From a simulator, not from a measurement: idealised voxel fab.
A process module follows: voxel transistor to metal.
Cross-section cut spans 205 nm and uses square cells 5 nm in size.
In this document a cross-section is written as a grid of square cells. It is given as a series of bands, listed from the top down, and a band is one or more rows of cells. A band entry consists of two parts. The first gives the height of the band's top and the height of its bottom, in nm. The rest lists the band's materials from left to right, each with its width in nm. A single material labelled with the word "full width" fills the band from edge to edge, and the word "air" marks empty space. Heights are reckoned from 0. Under this level, the received wafer is all of one material. The bottommost band is open-ended downward, for example "0..down". Top row gets the first number, bottom row gets the second, and each row in between changes by the same step: that is how a band width like "30 to 40" works. Any step labelled "left unchanged" changed none of the cells in the cross-section. Look at "Trapped void list" for the closed voids: empty spaces with no open path to the top, sized 8 cells or up. Each is width x height at distance, distance from the left edge, all nm. Text after the settings on a step's line: the simulator's own remark on that step. "overlay nm", when on a step's line for a step with a mask, measures how far to the right of its planned place the mask lay; a negative measure means to the left. In what follows, pairs of cross-sections are presented, each taken before and after one process step, with the after cross-section shown only down to the lowest band that was altered; the step, together with its settings, is stated below the pair. The pairs may stem from different runs of this module on the same starting wafer; accordingly, a pair should be taken as continuing from the one above it solely where its entry headed "Pre-process" indicates as much.

# Pre-process
  0..down = Si full width
  Trapped void list: none

# Structure After Step
  0..-5 = SiO2 full width
  Lower than -5, everything is as it was.
  Trapped void list: none
The step carried out between the cross-section before it and the cross-section after it, both shown above, is OXIDIZE with depth nm 5

Pre-process: see the after view in the pair directly above.

# Structure After Step
  15..0 = SiN full width
  Lower than 0, everything is as it was.
  Trapped void list: none
The step carried out between the cross-section before it and the cross-section after it, both shown above, is CONFORMAL_DEP with material SiN, thk nm 15

Pre-process: see the after view in the pair directly above.

# Structure After Step
  25..15 = aC full width
  Lower than 15, everything is as it was.
  Trapped void list: none
The step carried out between the cross-section before it and the cross-section after it, both shown above, is DIRECTIONAL_DEP with material aC, thk nm 10

Pre-process: see the after view in the pair directly above.

# Structure After Step
  50..25 = 50 nm air | 105 nm resist | 50 nm air
  Lower than 25, everything is as it was.
  Trapped void list: none
The step carried out between the cross-section before it and the cross-section after it, both shown above, is PATTERN with tone cover, mask id ACTIVE, material resist, width nm 105, thk nm 25, overlay nm 0

Pre-process: see the after view in the pair directly above.

# Structure After Step
  40..25 = 50 nm air | 105 nm resist | 50 nm air
  25..15 = 50 nm air | 105 nm aC | 50 nm air
  Lower than 15, everything is as it was.
  Trapped void list: none
The step carried out between the cross-section before it and the cross-section after it, both shown above, is DIRECTIONAL_ETCH with etch materials aC, depth nm 10

Pre-process: see the after view in the pair directly above.

# Structure After Step
  25..15 = 50 nm air | 105 nm aC | 50 nm air
  Lower than 15, everything is as it was.
  Trapped void list: none
The step carried out between the cross-section before it and the cross-section after it, both shown above, is STRIP with etch materials resist

Pre-process: see the after view in the pair directly above.

# Structure After Step
  25..15 = 50 nm air | 105 nm aC | 50 nm air
  15..0 = 50 nm air | 105 nm SiN | 50 nm air
  Lower than 0, everything is as it was.
  Trapped void list: none
The step carried out between the cross-section before it and the cross-section after it, both shown above, is DIRECTIONAL_ETCH with etch materials SiN, depth nm 15

Pre-process: see the after view in the pair directly above.

# Structure After Step
  25..15 = 50 nm air | 105 nm aC | 50 nm air
  15..0 = 50 nm air | 105 nm SiN | 50 nm air
  0..-5 = 50 nm air | 105 nm SiO2 | 50 nm air
  Lower than -5, everything is as it was.
  Trapped void list: none
The step carried out between the cross-section before it and the cross-section after it, both shown above, is DIRECTIONAL_ETCH with etch materials SiO2, depth nm 5

Pre-process: see the after view in the pair directly above.

# Structure After Step
  25..15 = 50 nm air | 105 nm aC | 50 nm air
  15..0 = 50 nm air | 105 nm SiN | 50 nm air
  0..-5 = 50 nm air | 105 nm SiO2 | 50 nm air
  -5..-40 = 50 nm air | 105 nm Si | 50 nm air
  Lower than -40, everything is as it was.
  Trapped void list: none
The step carried out between the cross-section before it and the cross-section after it, both shown above, is DIRECTIONAL_ETCH with etch materials Si, depth nm 35

Pre-process: see the after view in the pair directly above.

# Structure After Step
  15..0 = 50 nm air | 105 nm SiN | 50 nm air
  Lower than 0, everything is as it was.
  Trapped void list: none
The step carried out between the cross-section before it and the cross-section after it, both shown above, is STRIP with etch materials aC

Pre-process: see the after view in the pair directly above.

# Structure After Step
  30..15 = SiO2 full width
  15..0 = 50 nm SiO2 | 105 nm SiN | 50 nm SiO2
  0..-5 = SiO2 full width
  -5..-40 = 50 nm SiO2 | 105 nm Si | 50 nm SiO2
  Lower than -40, everything is as it was.
  Trapped void list: none
The step carried out between the cross-section before it and the cross-section after it, both shown above, is FILL_DEP with material SiO2, thk nm 15

Pre-process: see the after view in the pair directly above.

# Structure After Step
  15..0 = 50 nm SiO2 | 105 nm SiN | 50 nm SiO2
  Lower than 0, everything is as it was.
  Trapped void list: none
The step carried out between the cross-section before it and the cross-section after it, both shown above, is CMP with height nm 15

Pre-process: see the after view in the pair directly above.

# Structure After Step
  15..5 = 50 nm air | 105 nm SiN | 50 nm air
  Lower than 5, everything is as it was.
  Trapped void list: none
The step carried out between the cross-section before it and the cross-section after it, both shown above, is SELECTIVE_ETCH with etch materials SiO2, depth nm 10

Pre-process: see the after view in the pair directly above.

# Structure After Step
  5..0 = 50 nm SiO2 | 105 nm air | 50 nm SiO2
  Lower than 0, everything is as it was.
  Trapped void list: none
The step carried out between the cross-section before it and the cross-section after it, both shown above, is STRIP with etch materials SiN

Pre-process: see the after view in the pair directly above.

# Structure After Step
  0..-5 = 45 nm SiO2 | 115 nm air | 45 nm SiO2
  Lower than -5, everything is as it was.
  Trapped void list: none
The step carried out between the cross-section before it and the cross-section after it, both shown above, is SELECTIVE_ETCH with etch materials SiO2, depth nm 5

Pre-process: see the after view in the pair directly above.

# Structure After Step
  0..-5 = 45 nm SiO2 | 115 nm air | 45 nm SiO2
  -5..-10 = SiO2 full width
  Lower than -10, everything is as it was.
  Trapped void list: none
The step carried out between the cross-section before it and the cross-section after it, both shown above, is OXIDIZE with depth nm 5

Pre-process: see the after view in the pair directly above.

# Structure After Step
  20..15 = 45 nm polySi | 115 nm air | 45 nm polySi
  15..0 = polySi full width
  0..-5 = 45 nm SiO2 | 115 nm polySi | 45 nm SiO2
  Lower than -5, everything is as it was.
  Trapped void list: none
The step carried out between the cross-section before it and the cross-section after it, both shown above, is DIRECTIONAL_DEP with material polySi, thk nm 20

Pre-process: see the after view in the pair directly above.

# Structure After Step
  35..30 = 45 nm SiCN | 115 nm air | 45 nm SiCN
  30..20 = SiCN full width
  20..15 = 45 nm polySi | 115 nm SiCN | 45 nm polySi
  Lower than 15, everything is as it was.
  Trapped void list: none
The step carried out between the cross-section before it and the cross-section after it, both shown above, is DIRECTIONAL_DEP with material SiCN, thk nm 15

Pre-process: see the after view in the pair directly above.

# Structure After Step
  30..20 = 90 nm air | 25 nm SiCN | 90 nm air
  20..15 = 45 nm polySi | 45 nm air | 25 nm SiCN | 45 nm air | 45 nm polySi
  Lower than 15, everything is as it was.
  Trapped void list: none
The step carried out between the cross-section before it and the cross-section after it, both shown above, is MASKED_ETCH with tone cover, mask id GATE, width nm 25, etch materials SiCN, depth nm 25, overlay nm 0

Pre-process: see the after view in the pair directly above.

# Structure After Step
  30..15 = 90 nm air | 25 nm SiCN | 90 nm air
  15..0 = 90 nm air | 25 nm polySi | 90 nm air
  0..-5 = 45 nm SiO2 | 45 nm air | 25 nm polySi | 45 nm air | 45 nm SiO2
  Lower than -5, everything is as it was.
  Trapped void list: none
The step carried out between the cross-section before it and the cross-section after it, both shown above, is MASKED_ETCH with tone cover, mask id GATE, width nm 25, etch materials polySi, depth nm 30, overlay nm 0

Pre-process: see the after view in the pair directly above.

# Structure After Step
  40..30 = 80 nm air | 45 nm SiN | 80 nm air
  30..15 = 80 nm air | 10 nm SiN | 25 nm SiCN | 10 nm SiN | 80 nm air
  15..10 = 80 nm air | 10 nm SiN | 25 nm polySi | 10 nm SiN | 80 nm air
  10..5 = 55 nm SiN | 25 nm air | 10 nm SiN | 25 nm polySi | 10 nm SiN | 25 nm air | 55 nm SiN
  5..0 = 90 nm SiN | 25 nm polySi | 90 nm SiN
  0..-5 = 45 nm SiO2 | 45 nm SiN | 25 nm polySi | 45 nm SiN | 45 nm SiO2
  Lower than -5, everything is as it was.
  Trapped void list: none
The step carried out between the cross-section before it and the cross-section after it, both shown above, is CONFORMAL_DEP with material SiN, thk nm 10

Pre-process: see the after view in the pair directly above.

# Structure After Step
  30..15 = 80 nm air | 10 nm SiN | 25 nm SiCN | 10 nm SiN | 80 nm air
  15..0 = 80 nm air | 10 nm SiN | 25 nm polySi | 10 nm SiN | 80 nm air
  0..-5 = 45 nm SiO2 | 10 nm SiN | 25 nm air | 10 nm SiN | 25 nm polySi | 10 nm SiN | 25 nm air | 10 nm SiN | 45 nm SiO2
  Lower than -5, everything is as it was.
  Trapped void list: none
The step carried out between the cross-section before it and the cross-section after it, both shown above, is DIRECTIONAL_ETCH with etch materials SiN, depth nm 10

Pre-process: see the after view in the pair directly above.

# Structure After Step
  30..15 = 80 nm air | 10 nm SiN | 25 nm SiCN | 10 nm SiN | 80 nm air
  15..0 = 80 nm air | 10 nm SiN | 25 nm polySi | 10 nm SiN | 80 nm air
  0..-5 = 45 nm air | 10 nm SiN | 25 nm air | 10 nm SiN | 25 nm polySi | 10 nm SiN | 25 nm air | 10 nm SiN | 45 nm air
  -5..-10 = 55 nm SiO2 | 25 nm air | 45 nm SiO2 | 25 nm air | 55 nm SiO2
  Lower than -10, everything is as it was.
  Trapped void list: none
The step carried out between the cross-section before it and the cross-section after it, both shown above, is DIRECTIONAL_ETCH with etch materials SiO2, depth nm 5

Pre-process: see the after view in the pair directly above.

# Structure After Step
  30..15 = 80 nm air | 10 nm SiN | 25 nm SiCN | 10 nm SiN | 80 nm air
  15..0 = 80 nm air | 10 nm SiN | 25 nm polySi | 10 nm SiN | 80 nm air
  0..-5 = 45 nm air | 10 nm SiN | 25 nm air | 10 nm SiN | 25 nm polySi | 10 nm SiN | 25 nm air | 10 nm SiN | 45 nm air
  -5..-10 = 55 nm SiO2 | 25 nm air | 45 nm SiO2 | 25 nm air | 55 nm SiO2
  -10..-25 = 50 nm SiO2 | 5 nm Si | 25 nm air | 45 nm Si | 25 nm air | 5 nm Si | 50 nm SiO2
  Lower than -25, everything is as it was.
  Trapped void list: none
The step carried out between the cross-section before it and the cross-section after it, both shown above, is DIRECTIONAL_ETCH with etch materials Si, depth nm 15

Pre-process: see the after view in the pair directly above.

# Structure After Step
  30..15 = 80 nm air | 10 nm SiN | 25 nm SiCN | 10 nm SiN | 80 nm air
  15..5 = 80 nm air | 10 nm SiN | 25 nm polySi | 10 nm SiN | 80 nm air
  5..0 = 50 nm air | 30 nm pSi | 10 nm SiN | 25 nm polySi | 10 nm SiN | 30 nm pSi | 50 nm air
  0..-5 = 45 nm air | 10 nm SiN | 25 nm pSi | 10 nm SiN | 25 nm polySi | 10 nm SiN | 25 nm pSi | 10 nm SiN | 45 nm air
  -5..-10 = 55 nm SiO2 | 25 nm pSi | 45 nm SiO2 | 25 nm pSi | 55 nm SiO2
  -10..-25 = 50 nm SiO2 | 5 nm Si | 25 nm pSi | 45 nm Si | 25 nm pSi | 5 nm Si | 50 nm SiO2
  Lower than -25, everything is as it was.
  Trapped void list: none
The step carried out between the cross-section before it and the cross-section after it, both shown above, is EPI with material pSi, thk nm 15

Pre-process: see the after view in the pair directly above.

# Structure After Step
  40..30 = SiO2 full width
  30..15 = 80 nm SiO2 | 10 nm SiN | 25 nm SiCN | 10 nm SiN | 80 nm SiO2
  15..5 = 80 nm SiO2 | 10 nm SiN | 25 nm polySi | 10 nm SiN | 80 nm SiO2
  5..0 = 50 nm SiO2 | 30 nm pSi | 10 nm SiN | 25 nm polySi | 10 nm SiN | 30 nm pSi | 50 nm SiO2
  0..-5 = 45 nm SiO2 | 10 nm SiN | 25 nm pSi | 10 nm SiN | 25 nm polySi | 10 nm SiN | 25 nm pSi | 10 nm SiN | 45 nm SiO2
  Lower than -5, everything is as it was.
  Trapped void list: none
The step carried out between the cross-section before it and the cross-section after it, both shown above, is FILL_DEP with material SiO2, thk nm 10

Pre-process: see the after view in the pair directly above.

# Structure After Step
  15..5 = 80 nm SiO2 | 10 nm SiN | 25 nm polySi | 10 nm SiN | 80 nm SiO2
  Lower than 5, everything is as it was.
  Trapped void list: none
The step carried out between the cross-section before it and the cross-section after it, both shown above, is CMP with height nm 15

Pre-process: see the after view in the pair directly above.

# Structure After Step
  15..5 = 80 nm SiO2 | 10 nm SiN | 25 nm air | 10 nm SiN | 80 nm SiO2
  5..0 = 50 nm SiO2 | 30 nm pSi | 10 nm SiN | 25 nm air | 10 nm SiN | 30 nm pSi | 50 nm SiO2
  0..-5 = 45 nm SiO2 | 10 nm SiN | 25 nm pSi | 10 nm SiN | 25 nm air | 10 nm SiN | 25 nm pSi | 10 nm SiN | 45 nm SiO2
  Lower than -5, everything is as it was.
  Trapped void list: none
The step carried out between the cross-section before it and the cross-section after it, both shown above, is STRIP with etch materials polySi

Pre-process: see the after view in the pair directly above.

# Structure After Step
  15..10 = 80 nm air | 10 nm SiN | 25 nm air | 10 nm SiN | 80 nm air
  10..5 = 80 nm SiO2 | 10 nm SiN | 25 nm air | 10 nm SiN | 80 nm SiO2
  5..0 = 50 nm SiO2 | 30 nm pSi | 10 nm SiN | 25 nm air | 10 nm SiN | 30 nm pSi | 50 nm SiO2
  0..-5 = 45 nm SiO2 | 10 nm SiN | 25 nm pSi | 10 nm SiN | 25 nm air | 10 nm SiN | 25 nm pSi | 10 nm SiN | 45 nm SiO2
  -5..-10 = 55 nm SiO2 | 25 nm pSi | 5 nm SiO2 | 35 nm air | 5 nm SiO2 | 25 nm pSi | 55 nm SiO2
  Lower than -10, everything is as it was.
  Trapped void list: none
The step carried out between the cross-section before it and the cross-section after it, both shown above, is SELECTIVE_ETCH with etch materials SiO2, depth nm 5

Pre-process: see the after view in the pair directly above.

# Structure After Step
  20..15 = 75 nm air | 20 nm HfO2 | 15 nm air | 20 nm HfO2 | 75 nm air
  15..10 = 80 nm HfO2 | 10 nm SiN | 5 nm HfO2 | 15 nm air | 5 nm HfO2 | 10 nm SiN | 80 nm HfO2
  10..5 = 80 nm SiO2 | 10 nm SiN | 5 nm HfO2 | 15 nm air | 5 nm HfO2 | 10 nm SiN | 80 nm SiO2
  5..0 = 50 nm SiO2 | 30 nm pSi | 10 nm SiN | 5 nm HfO2 | 15 nm air | 5 nm HfO2 | 10 nm SiN | 30 nm pSi | 50 nm SiO2
  0..-5 = 45 nm SiO2 | 10 nm SiN | 25 nm pSi | 10 nm SiN | 5 nm HfO2 | 15 nm air | 5 nm HfO2 | 10 nm SiN | 25 nm pSi | 10 nm SiN | 45 nm SiO2
  -5..-10 = 55 nm SiO2 | 25 nm pSi | 5 nm SiO2 | 35 nm HfO2 | 5 nm SiO2 | 25 nm pSi | 55 nm SiO2
  Lower than -10, everything is as it was.
  Trapped void list: none
The step carried out between the cross-section before it and the cross-section after it, both shown above, is CONFORMAL_DEP with material HfO2, thk nm 5

Pre-process: see the after view in the pair directly above.

# Structure After Step
  25..20 = 70 nm air | 30 nm TiN | 5 nm air | 30 nm TiN | 70 nm air
  20..15 = 75 nm TiN | 20 nm HfO2 | 5 nm TiN | 5 nm air | 5 nm TiN | 20 nm HfO2 | 75 nm TiN
  15..10 = 80 nm HfO2 | 10 nm SiN | 5 nm HfO2 | 5 nm TiN | 5 nm air | 5 nm TiN | 5 nm HfO2 | 10 nm SiN | 80 nm HfO2
  10..5 = 80 nm SiO2 | 10 nm SiN | 5 nm HfO2 | 5 nm TiN | 5 nm air | 5 nm TiN | 5 nm HfO2 | 10 nm SiN | 80 nm SiO2
  5..0 = 50 nm SiO2 | 30 nm pSi | 10 nm SiN | 5 nm HfO2 | 5 nm TiN | 5 nm air | 5 nm TiN | 5 nm HfO2 | 10 nm SiN | 30 nm pSi | 50 nm SiO2
  0..-5 = 45 nm SiO2 | 10 nm SiN | 25 nm pSi | 10 nm SiN | 5 nm HfO2 | 15 nm TiN | 5 nm HfO2 | 10 nm SiN | 25 nm pSi | 10 nm SiN | 45 nm SiO2
  Lower than -5, everything is as it was.
  Trapped void list: none
The step carried out between the cross-section before it and the cross-section after it, both shown above, is CONFORMAL_DEP with material TiN, thk nm 5

Pre-process: see the after view in the pair directly above.

# Structure After Step
  30..25 = W full width
  25..20 = 70 nm W | 30 nm TiN | 5 nm W | 30 nm TiN | 70 nm W
  20..15 = 75 nm TiN | 20 nm HfO2 | 5 nm TiN | 5 nm W | 5 nm TiN | 20 nm HfO2 | 75 nm TiN
  15..10 = 80 nm HfO2 | 10 nm SiN | 5 nm HfO2 | 5 nm TiN | 5 nm W | 5 nm TiN | 5 nm HfO2 | 10 nm SiN | 80 nm HfO2
  10..5 = 80 nm SiO2 | 10 nm SiN | 5 nm HfO2 | 5 nm TiN | 5 nm W | 5 nm TiN | 5 nm HfO2 | 10 nm SiN | 80 nm SiO2
  5..0 = 50 nm SiO2 | 30 nm pSi | 10 nm SiN | 5 nm HfO2 | 5 nm TiN | 5 nm W | 5 nm TiN | 5 nm HfO2 | 10 nm SiN | 30 nm pSi | 50 nm SiO2
  Lower than 0, everything is as it was.
  Trapped void list: none
The step carried out between the cross-section before it and the cross-section after it, both shown above, is FILL_DEP with material W, thk nm 5

Pre-process: see the after view in the pair directly above.

# Structure After Step
  10..5 = 80 nm SiO2 | 10 nm SiN | 5 nm HfO2 | 5 nm TiN | 5 nm W | 5 nm TiN | 5 nm HfO2 | 10 nm SiN | 80 nm SiO2
  Lower than 5, everything is as it was.
  Trapped void list: none
The step carried out between the cross-section before it and the cross-section after it, both shown above, is CMP with height nm 10

Pre-process: see the after view in the pair directly above.

# Structure After Step
  25..10 = SiO2 full width
  Lower than 10, everything is as it was.
  Trapped void list: none
The step carried out between the cross-section before it and the cross-section after it, both shown above, is DIRECTIONAL_DEP with material SiO2, thk nm 15

Pre-process: see the after view in the pair directly above.

# Structure After Step
  25..10 = 55 nm SiO2 | 15 nm air | 65 nm SiO2 | 15 nm air | 55 nm SiO2
  10..5 = 55 nm SiO2 | 15 nm air | 10 nm SiO2 | 10 nm SiN | 5 nm HfO2 | 5 nm TiN | 5 nm W | 5 nm TiN | 5 nm HfO2 | 10 nm SiN | 10 nm SiO2 | 15 nm air | 55 nm SiO2
  Lower than 5, everything is as it was.
  Trapped void list: none
The step carried out between the cross-section before it and the cross-section after it, both shown above, is MASKED_ETCH with tone open, mask id CONTACT, width nm 15, pitch nm 80, etch materials SiO2, depth nm 20, overlay nm 0

Pre-process: see the after view in the pair directly above.

# Structure After Step
  30..25 = 60 nm TiN | 5 nm air | 75 nm TiN | 5 nm air | 60 nm TiN
  25..10 = 55 nm SiO2 | 5 nm TiN | 5 nm air | 5 nm TiN | 65 nm SiO2 | 5 nm TiN | 5 nm air | 5 nm TiN | 55 nm SiO2
  10..5 = 55 nm SiO2 | 15 nm TiN | 10 nm SiO2 | 10 nm SiN | 5 nm HfO2 | 5 nm TiN | 5 nm W | 5 nm TiN | 5 nm HfO2 | 10 nm SiN | 10 nm SiO2 | 15 nm TiN | 55 nm SiO2
  Lower than 5, everything is as it was.
  Trapped void list: none
The step carried out between the cross-section before it and the cross-section after it, both shown above, is CONFORMAL_DEP with material TiN, thk nm 5

Pre-process: see the after view in the pair directly above.

# Structure After Step
  35..30 = W full width
  30..25 = 60 nm TiN | 5 nm W | 75 nm TiN | 5 nm W | 60 nm TiN
  25..10 = 55 nm SiO2 | 5 nm TiN | 5 nm W | 5 nm TiN | 65 nm SiO2 | 5 nm TiN | 5 nm W | 5 nm TiN | 55 nm SiO2
  Lower than 10, everything is as it was.
  Trapped void list: none
The step carried out between the cross-section before it and the cross-section after it, both shown above, is FILL_DEP with material W, thk nm 5

Pre-process: see the after view in the pair directly above.

# Structure After Step
  25..10 = 55 nm SiO2 | 5 nm TiN | 5 nm W | 5 nm TiN | 65 nm SiO2 | 5 nm TiN | 5 nm W | 5 nm TiN | 55 nm SiO2
  Lower than 10, everything is as it was.
  Trapped void list: none
The step carried out between the cross-section before it and the cross-section after it, both shown above, is CMP with height nm 25

Pre-process: see the after view in the pair directly above.

# Structure After Step
  30..25 = SiCN full width
  Lower than 25, everything is as it was.
  Trapped void list: none
The step carried out between the cross-section before it and the cross-section after it, both shown above, is CONFORMAL_DEP with material SiCN, thk nm 5

Pre-process: see the after view in the pair directly above.

# Structure After Step
  55..30 = SiO2 full width
  Lower than 30, everything is as it was.
  Trapped void list: none
The step carried out between the cross-section before it and the cross-section after it, both shown above, is DIRECTIONAL_DEP with material SiO2, thk nm 25

Pre-process: see the after view in the pair directly above.

# Structure After Step
  65..55 = aC full width
  Lower than 55, everything is as it was.
  Trapped void list: none
The step carried out between the cross-section before it and the cross-section after it, both shown above, is DIRECTIONAL_DEP with material aC, thk nm 10

Pre-process: see the after view in the pair directly above.

# Structure After Step
  95..65 = 55 nm resist | 15 nm air | 65 nm resist | 15 nm air | 55 nm resist
  Lower than 65, everything is as it was.
  Trapped void list: none
The step carried out between the cross-section before it and the cross-section after it, both shown above, is PATTERN with tone open, mask id METAL_1, material resist, width nm 15, pitch nm 80, thk nm 30, overlay nm 0

Pre-process: see the after view in the pair directly above.

# Structure After Step
  85..65 = 55 nm resist | 15 nm air | 65 nm resist | 15 nm air | 55 nm resist
  65..55 = 55 nm aC | 15 nm air | 65 nm aC | 15 nm air | 55 nm aC
  Lower than 55, everything is as it was.
  Trapped void list: none
The step carried out between the cross-section before it and the cross-section after it, both shown above, is DIRECTIONAL_ETCH with etch materials aC, depth nm 10

Pre-process: see the after view in the pair directly above.

# Structure After Step
  65..55 = 55 nm aC | 15 nm air | 65 nm aC | 15 nm air | 55 nm aC
  Lower than 55, everything is as it was.
  Trapped void list: none
The step carried out between the cross-section before it and the cross-section after it, both shown above, is STRIP with etch materials resist

Pre-process: see the after view in the pair directly above.

# Structure After Step
  65..55 = 55 nm aC | 15 nm air | 65 nm aC | 15 nm air | 55 nm aC
  55..30 = 55 nm SiO2 | 15 nm air | 65 nm SiO2 | 15 nm air | 55 nm SiO2
  Lower than 30, everything is as it was.
  Trapped void list: none
The step carried out between the cross-section before it and the cross-section after it, both shown above, is DIRECTIONAL_ETCH with etch materials SiO2, depth nm 25

Pre-process: see the after view in the pair directly above.

# Structure After Step
  65..55 = 55 nm aC | 15 nm air | 65 nm aC | 15 nm air | 55 nm aC
  55..30 = 55 nm SiO2 | 15 nm air | 65 nm SiO2 | 15 nm air | 55 nm SiO2
  30..25 = 55 nm SiCN | 15 nm air | 65 nm SiCN | 15 nm air | 55 nm SiCN
  Lower than 25, everything is as it was.
  Trapped void list: none
The step carried out between the cross-section before it and the cross-section after it, both shown above, is DIRECTIONAL_ETCH with etch materials SiCN, depth nm 5

Pre-process: see the after view in the pair directly above.

# Structure After Step
  55..30 = 55 nm SiO2 | 15 nm air | 65 nm SiO2 | 15 nm air | 55 nm SiO2
  Lower than 30, everything is as it was.
  Trapped void list: none
The step carried out between the cross-section before it and the cross-section after it, both shown above, is STRIP with etch materials aC

Pre-process: see the after view in the pair directly above.

# Structure After Step
  60..55 = 60 nm TiN | 5 nm air | 75 nm TiN | 5 nm air | 60 nm TiN
  55..30 = 55 nm SiO2 | 5 nm TiN | 5 nm air | 5 nm TiN | 65 nm SiO2 | 5 nm TiN | 5 nm air | 5 nm TiN | 55 nm SiO2
  30..25 = 55 nm SiCN | 15 nm TiN | 65 nm SiCN | 15 nm TiN | 55 nm SiCN
  Lower than 25, everything is as it was.
  Trapped void list: none
The step carried out between the cross-section before it and the cross-section after it, both shown above, is CONFORMAL_DEP with material TiN, thk nm 5

Pre-process: see the after view in the pair directly above.

# Structure After Step
  65..60 = W full width
  60..55 = 60 nm TiN | 5 nm W | 75 nm TiN | 5 nm W | 60 nm TiN
  55..30 = 55 nm SiO2 | 5 nm TiN | 5 nm W | 5 nm TiN | 65 nm SiO2 | 5 nm TiN | 5 nm W | 5 nm TiN | 55 nm SiO2
  Lower than 30, everything is as it was.
  Trapped void list: none
The step carried out between the cross-section before it and the cross-section after it, both shown above, is FILL_DEP with material W, thk nm 5

Pre-process: see the after view in the pair directly above.

# Structure After Step
  55..30 = 55 nm SiO2 | 5 nm TiN | 5 nm W | 5 nm TiN | 65 nm SiO2 | 5 nm TiN | 5 nm W | 5 nm TiN | 55 nm SiO2
  Lower than 30, everything is as it was.
  Trapped void list: none
The step carried out between the cross-section before it and the cross-section after it, both shown above, is CMP with height nm 55

Pre-process: see the after view in the pair directly above.

# Structure After Step
  60..55 = 50 nm air | 25 nm Ru | 55 nm air | 25 nm Ru | 50 nm air
  Lower than 55, everything is as it was.
  Trapped void list: none
The step carried out between the cross-section before it and the cross-section after it, both shown above, is EPI with material Ru, thk nm 5

Pre-process: see the after view in the pair directly above.

# Structure After Step
  65..60 = SiCN full width
  60..55 = 50 nm SiCN | 25 nm Ru | 55 nm SiCN | 25 nm Ru | 50 nm SiCN
  Lower than 55, everything is as it was.
  Trapped void list: none
The step carried out between the cross-section before it and the cross-section after it, both shown above, is FILL_DEP with material SiCN, thk nm 5

# Pre-process
  0..-5 = 45 nm SiO2 | 115 nm air | 45 nm SiO2
  -5..-10 = SiO2 full width
  -10..-40 = 50 nm SiO2 | 105 nm Si | 50 nm SiO2
  -40..down = Si full width
  Trapped void list: none

# Structure After Step
  15..10 = 45 nm SiCN | 115 nm air | 45 nm SiCN
  10..0 = SiCN full width
  0..-5 = 45 nm SiO2 | 115 nm SiCN | 45 nm SiO2
  Lower than -5, everything is as it was.
  Trapped void list: none
The step carried out between the cross-section before it and the cross-section after it, both shown above, is DIRECTIONAL_DEP with material SiCN, thk nm 15

Pre-process: see the after view in the pair directly above.

# Structure After Step
  10..0 = 90 nm air | 25 nm SiCN | 90 nm air
  0..-5 = 45 nm SiO2 | 45 nm air | 25 nm SiCN | 45 nm air | 45 nm SiO2
  Lower than -5, everything is as it was.
  Trapped void list: none
The step carried out between the cross-section before it and the cross-section after it, both shown above, is MASKED_ETCH with tone cover, mask id GATE, width nm 25, etch materials SiCN, depth nm 25, overlay nm 0

Pre-process: see the after view in the pair directly above.

# Structure After Step
  20..10 = 80 nm air | 45 nm SiN | 80 nm air
  10..5 = 55 nm SiN | 25 nm air | 10 nm SiN | 25 nm SiCN | 10 nm SiN | 25 nm air | 55 nm SiN
  5..0 = 90 nm SiN | 25 nm SiCN | 90 nm SiN
  0..-5 = 45 nm SiO2 | 45 nm SiN | 25 nm SiCN | 45 nm SiN | 45 nm SiO2
  Lower than -5, everything is as it was.
  Trapped void list: none
The step carried out between the cross-section before it and the cross-section after it, both shown above, is CONFORMAL_DEP with material SiN, thk nm 10

Pre-process: see the after view in the pair directly above.

# Structure After Step
  10..0 = 80 nm air | 10 nm SiN | 25 nm SiCN | 10 nm SiN | 80 nm air
  0..-5 = 45 nm SiO2 | 10 nm SiN | 25 nm air | 10 nm SiN | 25 nm SiCN | 10 nm SiN | 25 nm air | 10 nm SiN | 45 nm SiO2
  Lower than -5, everything is as it was.
  Trapped void list: none
The step carried out between the cross-section before it and the cross-section after it, both shown above, is DIRECTIONAL_ETCH with etch materials SiN, depth nm 10

Pre-process: see the after view in the pair directly above.

# Structure After Step
  10..0 = 80 nm air | 10 nm SiN | 25 nm SiCN | 10 nm SiN | 80 nm air
  0..-5 = 45 nm air | 10 nm SiN | 25 nm air | 10 nm SiN | 25 nm SiCN | 10 nm SiN | 25 nm air | 10 nm SiN | 45 nm air
  -5..-10 = 55 nm SiO2 | 25 nm air | 45 nm SiO2 | 25 nm air | 55 nm SiO2
  Lower than -10, everything is as it was.
  Trapped void list: none
The step carried out between the cross-section before it and the cross-section after it, both shown above, is DIRECTIONAL_ETCH with etch materials SiO2, depth nm 5

Pre-process: see the after view in the pair directly above.

# Structure After Step
  10..0 = 80 nm air | 10 nm SiN | 25 nm SiCN | 10 nm SiN | 80 nm air
  0..-5 = 45 nm air | 10 nm SiN | 25 nm air | 10 nm SiN | 25 nm SiCN | 10 nm SiN | 25 nm air | 10 nm SiN | 45 nm air
  -5..-10 = 55 nm SiO2 | 25 nm air | 45 nm SiO2 | 25 nm air | 55 nm SiO2
  -10..-25 = 50 nm SiO2 | 5 nm Si | 25 nm air | 45 nm Si | 25 nm air | 5 nm Si | 50 nm SiO2
  Lower than -25, everything is as it was.
  Trapped void list: none
The step carried out between the cross-section before it and the cross-section after it, both shown above, is DIRECTIONAL_ETCH with etch materials Si, depth nm 15

Pre-process: see the after view in the pair directly above.

# Structure After Step
  10..5 = 80 nm air | 10 nm SiN | 25 nm SiCN | 10 nm SiN | 80 nm air
  5..0 = 50 nm air | 30 nm pSi | 10 nm SiN | 25 nm SiCN | 10 nm SiN | 30 nm pSi | 50 nm air
  0..-5 = 45 nm air | 10 nm SiN | 25 nm pSi | 10 nm SiN | 25 nm SiCN | 10 nm SiN | 25 nm pSi | 10 nm SiN | 45 nm air
  -5..-10 = 55 nm SiO2 | 25 nm pSi | 45 nm SiO2 | 25 nm pSi | 55 nm SiO2
  -10..-25 = 50 nm SiO2 | 5 nm Si | 25 nm pSi | 45 nm Si | 25 nm pSi | 5 nm Si | 50 nm SiO2
  Lower than -25, everything is as it was.
  Trapped void list: none
The step carried out between the cross-section before it and the cross-section after it, both shown above, is EPI with material pSi, thk nm 15

Pre-process: see the after view in the pair directly above.

# Structure After Step
  20..10 = SiO2 full width
  10..5 = 80 nm SiO2 | 10 nm SiN | 25 nm SiCN | 10 nm SiN | 80 nm SiO2
  5..0 = 50 nm SiO2 | 30 nm pSi | 10 nm SiN | 25 nm SiCN | 10 nm SiN | 30 nm pSi | 50 nm SiO2
  0..-5 = 45 nm SiO2 | 10 nm SiN | 25 nm pSi | 10 nm SiN | 25 nm SiCN | 10 nm SiN | 25 nm pSi | 10 nm SiN | 45 nm SiO2
  Lower than -5, everything is as it was.
  Trapped void list: none
The step carried out between the cross-section before it and the cross-section after it, both shown above, is FILL_DEP with material SiO2, thk nm 10

Pre-process: see the after view in the pair directly above.

# Structure After Step
  15..10 = SiO2 full width
  Lower than 10, everything is as it was.
  Trapped void list: none
The step carried out between the cross-section before it and the cross-section after it, both shown above, is CMP with height nm 15
